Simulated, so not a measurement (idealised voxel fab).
A process module follows: voxel transistor to metal.
Cross-sectional view cut (width: 215 nm; square cell size: 5 nm).
Cross-sections here: square-cell grids, written as top-down lists of bands, a band being one or more rows of cells. The entry gives the band's vertical extent as a top height and a bottom height in nm, then its horizontal make-up as materials from left to right, each with a width in nm. "blank" stands for empty space; a single material marked "everywhere" fills the band edge to edge. Beneath 0, the wafer as received is one material, and that level is where height counting begins. The lowest band goes on downward without a bottom; it is written like "top 0, no bottom". A two-number width, for instance "30 to 40", indicates that the width is equal to the first number in the top row of the band and to the second number in the bottom row, and that it changes by a constant amount per row of cells. "no alteration" -> step changed no cross-section cell. The entry "Closed void roster" lists the empty spaces that cover at least 8 cells and have no open path to the top. Each is written as width x height at distance, where the distance is measured from the left edge and all three values are in nm. The remark found on a step's line after its settings is issued by the simulator itself and pertains to that step. "overlay nm", when on a step's line for a step with a mask, measures how far to the right of its planned place the mask lay; a negative measure means to the left.

-- Process steps foreseen in the plan
| 1 | RECEIVE | material Si |
| 2 | CONFORMAL_DEP | material SiO2 | thk nm 5 |
| 3 | CONFORMAL_DEP | material SiN | thk nm 10 |
| 4 | DIRECTIONAL_DEP | material aC | thk nm 15 |
| 5 | PATTERN | tone cover | mask id ACTIVE | material resist | width nm 115 | thk nm 30 | overlay nm 0 |
| 6 | DIRECTIONAL_ETCH | etch materials aC | depth nm 15 |
| 7 | STRIP | etch materials resist |
| 8 | DIRECTIONAL_ETCH | etch materials SiN | depth nm 10 |
| 9 | DIRECTIONAL_ETCH | etch materials SiO2 | depth nm 5 |
| 10 | DIRECTIONAL_ETCH | etch materials Si | depth nm 25 |
| 11 | STRIP | etch materials aC |
| 12 | OXIDIZE | depth nm 5 |
| 13 | FILL_DEP | material SiO2 | thk nm 15 |
| 14 | CMP | height nm 15 |
| 15 | SELECTIVE_ETCH | etch materials SiO2 | depth nm 10 |
| 16 | STRIP | etch materials SiN |
| 17 | SELECTIVE_ETCH | etch materials SiO2 | depth nm 5 |
| 18 | OXIDIZE | depth nm 5 |
| 19 | DIRECTIONAL_DEP | material polySi | thk nm 25 |
| 20 | DIRECTIONAL_DEP | material SiCN | thk nm 15 |
| 21 | DIRECTIONAL_DEP | material aC | thk nm 15 |
| 22 | PATTERN | tone cover | mask id GATE | material resist | width nm 25 | thk nm 35 | overlay nm 0 |
| 23 | DIRECTIONAL_ETCH | etch materials aC | depth nm 15 |
| 24 | STRIP | etch materials resist |
| 25 | DIRECTIONAL_ETCH | etch materials SiCN | depth nm 25 |
| 26 | DIRECTIONAL_ETCH | etch materials polySi | depth nm 35 |
| 27 | STRIP | etch materials aC |
| 28 | CONFORMAL_DEP | material SiN | thk nm 10 |
| 29 | DIRECTIONAL_ETCH | etch materials SiN | depth nm 10 |
| 30 | DIRECTIONAL_ETCH | etch materials SiO2 | depth nm 5 |
| 31 | DIRECTIONAL_ETCH | etch materials Si | depth nm 5 |
| 32 | EPI | material pSi | thk nm 5 |
| 33 | FILL_DEP | material SiO2 | thk nm 10 |
| 34 | CMP | height nm 25 |
| 35 | STRIP | etch materials polySi |
| 36 | SELECTIVE_ETCH | etch materials SiO2 | depth nm 5 |
| 37 | CONFORMAL_DEP | material HfO2 | thk nm 5 |
| 38 | CONFORMAL_DEP | material TiN | thk nm 5 |
| 39 | FILL_DEP | material W | thk nm 10 |
| 40 | CMP | height nm 20 |
| 41 | DIRECTIONAL_DEP | material SiO2 | thk nm 15 |
| 42 | DIRECTIONAL_DEP | material aC | thk nm 15 |
| 43 | PATTERN | tone open | mask id CONTACT | material resist | width nm 20 | pitch nm 75 | thk nm 35 | overlay nm 0 |
| 44 | DIRECTIONAL_ETCH | etch materials aC | depth nm 15 |
| 45 | STRIP | etch materials resist |
| 46 | DIRECTIONAL_ETCH | etch materials SiO2 | depth nm 40 |
| 47 | STRIP | etch materials aC |
| 48 | CONFORMAL_DEP | material TiN | thk nm 5 |
| 49 | FILL_DEP | material W | thk nm 10 |
| 50 | CMP | height nm 35 |
| 51 | DIRECTIONAL_DEP | material TiN | thk nm 5 |
| 52 | DIRECTIONAL_DEP | material W | thk nm 25 |
| 53 | DIRECTIONAL_DEP | material aC | thk nm 10 |
| 54 | PATTERN | tone cover | mask id METAL_1 | material resist | width nm 20 | pitch nm 75 | thk nm 25 | overlay nm 0 |
| 55 | DIRECTIONAL_ETCH | etch materials aC | depth nm 10 |
| 56 | STRIP | etch materials resist |
| 57 | DIRECTIONAL_ETCH | etch materials W | depth nm 25 |
| 58 | DIRECTIONAL_ETCH | etch materials TiN | depth nm 5 |
| 59 | STRIP | etch materials aC |
| 60 | FILL_DEP | material SiO2 | thk nm 10 |
| 61 | CMP | height nm 65 |
| 62 | CONFORMAL_DEP | material SiCN | thk nm 5 |
| 63 | DIRECTIONAL_DEP | material SiO2 | thk nm 35 |
| 64 | MASKED_ETCH | tone open | mask id METAL_2 | width nm 20 | pitch nm 75 | etch materials SiO2 | depth nm 20 | overlay nm 0 |
| 65 | PATTERN | tone open | mask id METAL_2_HOLES | material resist | width nm 15 | pitch nm 75 | thk nm 20 | overlay nm 0 |
| 66 | DIRECTIONAL_ETCH | etch materials SiO2 | depth nm 15 |
| 67 | DIRECTIONAL_ETCH | etch materials SiCN | depth nm 5 |
| 68 | STRIP | etch materials resist |
| 69 | CONFORMAL_DEP | material TiN | thk nm 5 |
| 70 | FILL_DEP | material Ru | thk nm 5 |
| 71 | CMP | height nm 105 |
| 72 | CONFORMAL_DEP | material SiN | thk nm 5 |

-- This is the cross-section of the wafer as we received it, i.e. after step 1
- top 0, no bottom: Si everywhere
- Closed void roster: none

-- Below is the wafer in cross-section after the module was completed. It began from the starting point shown above and followed the plan shown above, except that one mistake was made while running it
- top 110, bottom 105: SiN everywhere
- top 105, bottom 90: SiO2 (60) | TiN (5) | Ru (10) | TiN (5) | SiO2 (55) | TiN (5) | Ru (10) | TiN (5) | SiO2 (60)
- top 90, bottom 85: SiO2 (60) | TiN (5) | Ru (5) | TiN (10) | SiO2 (55) | TiN (5) | Ru (5) | TiN (10) | SiO2 (60)
- top 85, bottom 70: SiO2 (60) | TiN (5) | Ru (5) | TiN (5) | SiO2 (60) | TiN (5) | Ru (5) | TiN (5) | SiO2 (65)
- top 70, bottom 65: SiCN (60) | TiN (15) | SiCN (60) | TiN (15) | SiCN (65)
- top 65, bottom 40: SiO2 (60) | W (20) | SiO2 (55) | W (20) | SiO2 (60)
- top 40, bottom 35: SiO2 (60) | TiN (20) | SiO2 (55) | TiN (20) | SiO2 (60)
- top 35, bottom 20: SiO2 (60) | TiN (5) | W (10) | TiN (5) | SiO2 (55) | TiN (5) | W (10) | TiN (5) | SiO2 (60)
- top 20, bottom 5: SiO2 (60) | TiN (5) | W (10) | TiN (5) | SiO2 (5) | SiN (10) | HfO2 (5) | TiN (5) | W (5) | TiN (5) | HfO2 (5) | SiN (10) | SiO2 (5) | TiN (5) | W (10) | TiN (5) | SiO2 (60)
- top 5, bottom 0: SiO2 (60) | TiN (5) | W (10) | TiN (5) | SiO2 (5) | SiN (10) | HfO2 (5) | TiN (15) | HfO2 (5) | SiN (10) | SiO2 (5) | TiN (5) | W (10) | TiN (5) | SiO2 (60)
- top 0, bottom -5: SiO2 (60) | TiN (20) | pSi (5) | SiO2 (5) | HfO2 (35) | SiO2 (5) | pSi (5) | TiN (20) | SiO2 (60)
- top -5, bottom -10: SiO2 (60) | pSi (25) | Si (45) | pSi (30) | SiO2 (55)
- top -10, bottom -30: SiO2 (60) | Si (100) | SiO2 (55)
- top -30, no bottom: Si everywhere
- Closed void roster: none
Where did the run depart from the plan? step 5 off recipe, ran as PATTERN | tone cover | mask id ACTIVE | material resist | width nm 110 | thk nm 30 | overlay nm 0
